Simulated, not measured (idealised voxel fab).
process module | voxel capacitor over wiring
cross-section cut | 190 nm wide | cells 5 nm
A cross-section is a grid of square cells, given in bands from the top down. A band is one or more rows of cells.
Each band's line starts with the height of the band's top and of its bottom, in nm. Then come its materials from left to right, each with its width in nm. One material with "throughout" fills the band from edge to edge. "air" is empty space.
Height 0 is the level under which the wafer as received is all one material. The lowest band goes on downwards, as in "0 down".
A width such as "30 to 40" changes by the same amount from each row of cells to the next, from the band's top row to its bottom row.
"no change" after a step means that no cell of the cross-section changed.
closed voids: empty space of 8 cells or more with no open way to the top, each as width x height at its distance from the left edge, in nm
after a step's settings: what the simulator itself notes on the step
overlay nm, on a step with a mask: how far to the right of its planned place the mask lay; to the left if negative
plan
1 op RECEIVE | material Si
2 op CONFORMAL_DEP | material SiO2 | thk nm 15
3 op CONFORMAL_DEP | material SiCN | thk nm 5
4 op DIRECTIONAL_DEP | material lowk | thk nm 20
5 op PATTERN | tone open | mask id METAL_1 | material resist | width nm 30 | pitch nm 95 | thk nm 15 | overlay nm 0
6 op DIRECTIONAL_ETCH | etch materials lowk | depth nm 10
7 op DIRECTIONAL_ETCH | etch materials SiCN | depth nm 5
8 op STRIP | etch materials resist
9 op CONFORMAL_DEP | material TiN | thk nm 5
10 op FILL_DEP | material Ru | thk nm 5
11 op CMP | height nm 40
12 op EPI | material Ru | thk nm 5
13 op FILL_DEP | material SiCN | thk nm 5
14 op DIRECTIONAL_DEP | material SiO2 | thk nm 10
15 op PATTERN | tone open | mask id PLUG_1 | material resist | width nm 15 | thk nm 15 | overlay nm 0
16 op DIRECTIONAL_ETCH | etch materials SiO2 | depth nm 10
17 op DIRECTIONAL_ETCH | etch materials SiCN | depth nm 5
18 op STRIP | etch materials resist
19 op EPI | material Ru | thk nm 10
20 op EPI | material Ru | thk nm 5
21 op DIRECTIONAL_DEP | material TiN | thk nm 10
22 op DIRECTIONAL_DEP | material HfO2 | thk nm 5
23 op DIRECTIONAL_DEP | material TiN | thk nm 5
24 op PATTERN | tone cover | mask id UPPER_PLATE | material resist | width nm 70 | thk nm 15 | overlay nm 0
25 op DIRECTIONAL_ETCH | etch materials TiN | depth nm 5
26 op DIRECTIONAL_ETCH | etch materials HfO2 | depth nm 5
27 op STRIP | etch materials resist
28 op MASKED_ETCH | tone cover | mask id LOWER_PLATE | width nm 80 | etch materials TiN | depth nm 10 | overlay nm 0
29 op FILL_DEP | material SiO2 | thk nm 15
30 op CMP | height nm 90
31 op DIRECTIONAL_DEP | material aC | thk nm 15
32 op PATTERN | tone open | mask id PLUG_2 | material resist | width nm 15 | thk nm 35 | overlay nm 0
33 op DIRECTIONAL_ETCH | etch materials aC | depth nm 15
34 op STRIP | etch materials resist
35 op DIRECTIONAL_ETCH | etch materials SiO2 | depth nm 10
36 op STRIP | etch materials aC
37 op CONFORMAL_DEP | material TiN | thk nm 5
38 op FILL_DEP | material Ru | thk nm 5
39 op CMP | height nm 90
40 op CONFORMAL_DEP | material SiCN | thk nm 5
varied across the wafers: depth nm of step 6. The plan shows the first wafer's value. All wafers start alike
first wafer as received, after step 1
  0 down: Si throughout
  closed voids: none
first wafer at the end, after step 40
  95 to 90: SiCN throughout
  90 to 85: SiO2 55 | TiN 5 | Ru 5 | TiN 5 | SiO2 120
  85 to 75: SiO2 55 to 45 | TiN 15 to 70 | SiO2 120 to 75
  75 to 70: SiO2 45 | HfO2 70 | SiO2 75
  70 to 60: SiO2 40 | TiN 80 | SiO2 70
  60 to 50: SiO2 45 | Ru 15 | SiO2 130
  50 to 45: SiCN 45 | Ru 15 | SiCN 130
  45 to 40: SiCN 25 | Ru 40 | SiCN 55 | Ru 40 | SiCN 30
  40 to 35: lowk 30 | TiN 5 | Ru 20 | TiN 5 | lowk 65 | TiN 5 | Ru 20 | TiN 5 | lowk 35
  35 to 30: lowk 30 | TiN 30 | lowk 65 | TiN 30 | lowk 35
  30 to 20: lowk throughout
  20 to 15: SiCN throughout
  15 to 0: SiO2 throughout
  0 down: Si throughout
  closed voids: none
last wafer at the end
  95 to 90: SiCN throughout
  90 to 85: SiO2 55 | TiN 5 | Ru 5 | TiN 5 | SiO2 120
  85 to 75: SiO2 55 to 45 | TiN 15 to 70 | SiO2 120 to 75
  75 to 70: SiO2 45 | HfO2 70 | SiO2 75
  70 to 60: SiO2 40 | TiN 80 | SiO2 70
  60 to 50: SiO2 45 | Ru 15 | SiO2 130
  50 to 45: SiCN 45 | Ru 15 | SiCN 130
  45 to 40: SiCN 25 | Ru 40 | SiCN 55 | Ru 40 | SiCN 30
  40 to 20: lowk 30 | TiN 5 | Ru 20 | TiN 5 | lowk 65 | TiN 5 | Ru 20 | TiN 5 | lowk 35
  20 to 15: SiCN 30 | TiN 30 | SiCN 65 | TiN 30 | SiCN 35
  15 to 0: SiO2 throughout
  0 down: Si throughout
  closed voids: none
each wafer at the end: cells of each material gained (+) or lost (-) since it was received, then its closed voids
depth nm 10 | +14 HfO2 | +34 Ru | +133 SiCN | +346 SiO2 | +67 TiN | +128 lowk | closed voids: none
depth nm 15 | +14 HfO2 | +42 Ru | +133 SiCN | +346 SiO2 | +71 TiN | +116 lowk | closed voids: none
depth nm 20 | +14 HfO2 | +58 Ru | +121 SiCN | +346 SiO2 | +79 TiN | +104 lowk | closed voids: none
depth nm 25 | +14 HfO2 | +58 Ru | +121 SiCN | +346 SiO2 | +79 TiN | +104 lowk | closed voids: none
depth nm 30 | +14 HfO2 | +58 Ru | +121 SiCN | +346 SiO2 | +79 TiN | +104 lowk | closed voids: none
depth nm 35 | +14 HfO2 | +58 Ru | +121 SiCN | +346 SiO2 | +79 TiN | +104 lowk | closed voids: none
